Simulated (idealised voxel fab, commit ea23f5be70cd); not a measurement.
The following is a process module called voxel wiring stack.
For reference, the cross-section in this document is cut, with width 175 nm and square cells of 5 nm.
Cross-section format: a grid of square cells, given as bands from top to bottom; each band is one or more rows of cells. Look at the band entry: it leads with the top's height and the bottom's height in nm. Then it lists the materials left to right, with a width in nm for each. The word "edge to edge" on a single material says that material fills the band edge to edge. The word "blank" is empty space. Counting heights begins at 0, where everything beneath is, in the wafer as received, one material. The lowest band has no bottom; it goes on downwards, as "from 0 down" shows. Width "30..40": first value at the band's top row of cells, second value at its bottom row, equal change from row to row. "no change occurred" (step): cross-section cells unchanged, all of them. Any empty space of 8 cells or more lacking an open way to the top shows up in "Unvented internal voids" as width x height at distance, distance from the left edge, in nm. Formally, on a step line, whatever follows the settings is a remark that the simulator itself makes on the step. For masked steps, "overlay nm" on the step line gives how far right of plan the mask actually lay; a minus sign means it lay to the left.

### This section lists the process steps that were planned
1,op RECEIVE | material Si
2,op CONFORMAL_DEP | material SiO2 | thk nm 10
3,op DIRECTIONAL_DEP | material TiN | thk nm 5
4,op DIRECTIONAL_DEP | material W | thk nm 15
5,op PATTERN | tone cover | mask id METAL_1 | material resist | width nm 30 | pitch nm 55 | thk nm 15 | overlay nm 0
6,op DIRECTIONAL_ETCH | etch materials W | depth nm 15
7,op DIRECTIONAL_ETCH | etch materials TiN | depth nm 5
8,op STRIP | etch materials resist
9,op FILL_DEP | material lowk | thk nm 5
10,op CMP | height nm 30
11,op CONFORMAL_DEP | material SiCN | thk nm 5
12,op DIRECTIONAL_DEP | material SiO2 | thk nm 35
13,op PATTERN | tone open | mask id METAL_2 | material resist | width nm 30 | pitch nm 55 | thk nm 20 | overlay nm 0
14,op DIRECTIONAL_ETCH | etch materials SiO2 | depth nm 20
15,op STRIP | etch materials resist
16,op PATTERN | tone open | mask id METAL_2_HOLES | material resist | width nm 15 | pitch nm 55 | thk nm 20 | overlay nm 0
17,op DIRECTIONAL_ETCH | etch materials SiO2 | depth nm 15
18,op DIRECTIONAL_ETCH | etch materials SiCN | depth nm 5
19,op STRIP | etch materials resist
20,op CONFORMAL_DEP | material TiN | thk nm 5
21,op FILL_DEP | material Cu | thk nm 5
22,op CMP | height nm 70
23,op CONFORMAL_DEP | material SiCN | thk nm 5

### Cross-section, incoming material, after step 1
    from 0 down = Si edge to edge
    Unvented internal voids: none

### Cross-section, first of two wafers, end of module, run as planned
    from 75 to 70 = SiCN edge to edge
    from 70 to 55 = 15 of SiO2 / 5 of TiN / 20 of Cu / 5 of TiN / 25 of SiO2 / 5 of TiN / 20 of Cu / 5 of TiN / 25 of SiO2 / 5 of TiN / 20 of Cu / 5 of TiN / 20 of SiO2
    from 55 to 50 = 15 of SiO2 / 5 of TiN / 5 of Cu / 20 of TiN / 25 of SiO2 / 5 of TiN / 5 of Cu / 20 of TiN / 25 of SiO2 / 5 of TiN / 5 of Cu / 20 of TiN / 20 of SiO2
    from 50 to 35 = 15 of SiO2 / 5 of TiN / 5 of Cu / 5 of TiN / 40 of SiO2 / 5 of TiN / 5 of Cu / 5 of TiN / 40 of SiO2 / 5 of TiN / 5 of Cu / 5 of TiN / 35 of SiO2
    from 35 to 30 = 15 of SiCN / 15 of TiN / 40 of SiCN / 15 of TiN / 40 of SiCN / 15 of TiN / 35 of SiCN
    from 30 to 15 = 15 of lowk / 30 of W / 25 of lowk / 30 of W / 25 of lowk / 30 of W / 20 of lowk
    from 15 to 10 = 15 of lowk / 30 of TiN / 25 of lowk / 30 of TiN / 25 of lowk / 30 of TiN / 20 of lowk
    from 10 to 0 = SiO2 edge to edge
    from 0 down = Si edge to edge
    Unvented internal voids: none

### Cross-section at end of module for the second wafer of two, which matched the first in starting point and plan and differed by one mistake in its processing
    from 75 to 70 = SiCN edge to edge
    from 70 to 35 = SiO2 edge to edge
    from 35 to 30 = SiCN edge to edge
    from 30 to 15 = 15 of lowk / 30 of W / 25 of lowk / 30 of W / 25 of lowk / 30 of W / 20 of lowk
    from 15 to 10 = 15 of lowk / 30 of TiN / 25 of lowk / 30 of TiN / 25 of lowk / 30 of TiN / 20 of lowk
    from 10 to 0 = SiO2 edge to edge
    from 0 down = Si edge to edge
    Unvented internal voids: none
So what did we get wrong on this run? plan step 12 was conducted twice
Bottom line after processing is that, in cells, the second wafer is up or down on some materials versus the first: 48 fewer of Cu, 9 more of SiCN, 99 more of SiO2, 60 fewer of TiN
